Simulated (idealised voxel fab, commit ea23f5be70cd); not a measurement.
You're looking at the process module voxel ribs on slabs.
cross-section cut | 280 nm wide | cells 5 nm
Cross-sections here: square-cell grids, written as top-down lists of bands, a band being one or more rows of cells.
A band entry consists of two parts. The first gives the height of the band's top and the height of its bottom, in nm. The rest lists the band's materials from left to right, each with its width in nm. A single material labelled with the word "throughout" fills the band from edge to edge, and the word "empty" marks empty space.
We count height from 0. Below that, the starting wafer is all one material. The lowest band never ends at the bottom but goes on down; see "0..down" for how that is written.
Read "30..40" as a graded width: first number on top, second number at the bottom, same change between each pair of neighbouring rows.
Given "nothing was modified" for a step, no cell of the cross-section differs between before and after that step.
If an empty space has no open way to the top and is at least 8 cells in size, "Enclosed void inventory" lists it, written width x height at distance, where distance is measured from the left edge and every value is in nm.
What comes after the settings on a step's line is commentary from the simulator itself on that step.
"overlay nm" answers the question of how far to the right of plan the mask lay on a step that has a mask, and when it is negative the answer is to the left.

Process steps (planned)
1: RECEIVE with material Si
2: DIRECTIONAL_DEP with material SiO2, thk nm 30
3: DIRECTIONAL_DEP with material SiN, thk nm 20
4: PATTERN with tone cover, mask id RIB, material resist, width nm 15, thk nm 15, overlay nm 0
5: DIRECTIONAL_ETCH with etch materials SiN, depth nm 10
6: STRIP with etch materials resist
7: MASKED_ETCH with tone cover, mask id SLAB, width nm 45, etch materials SiN, depth nm 10, overlay nm 0
8: FILL_DEP with material SiO2, thk nm 20
9: CMP with height nm 60
10: DIRECTIONAL_DEP with material W, thk nm 5
11: MASKED_ETCH with tone cover, mask id HEATER, width nm 25, etch materials W, depth nm 5, overlay nm 0
12: CONFORMAL_DEP with material SiO2, thk nm 5

The cross-section here shows the wafer as received, i.e. in its state after step 1
0..down = Si throughout
Enclosed void inventory: none

Post-module cross-section of the first of two wafers (run per plan)
70..65 = empty (120); SiO2 (35); empty (125)
65..60 = SiO2 (125); W (25); SiO2 (130)
60..50 = SiO2 throughout
50..40 = SiO2 (130); SiN (15); SiO2 (135)
40..30 = SiO2 (115); SiN (45); SiO2 (120)
30..0 = SiO2 throughout
0..down = Si throughout
Enclosed void inventory: none

Cross-sectional image of the second wafer of the two following completion of the module. Starting state and process plan were the same as for the first wafer; one execution error occurred
70..65 = empty (120); SiO2 (35); empty (125)
65..60 = SiO2 (125); W (25); SiO2 (130)
60..50 = SiO2 (115); SiN (45); SiO2 (120)
50..30 = SiN throughout
30..0 = SiO2 throughout
0..down = Si throughout
Enclosed void inventory: none
Plan not followed: step 3 of the plan was performed twice
Per the end-of-run cell counts, the second wafer holds more or fewer of some materials than the first: SiN: 218 more | SiO2: 218 fewer
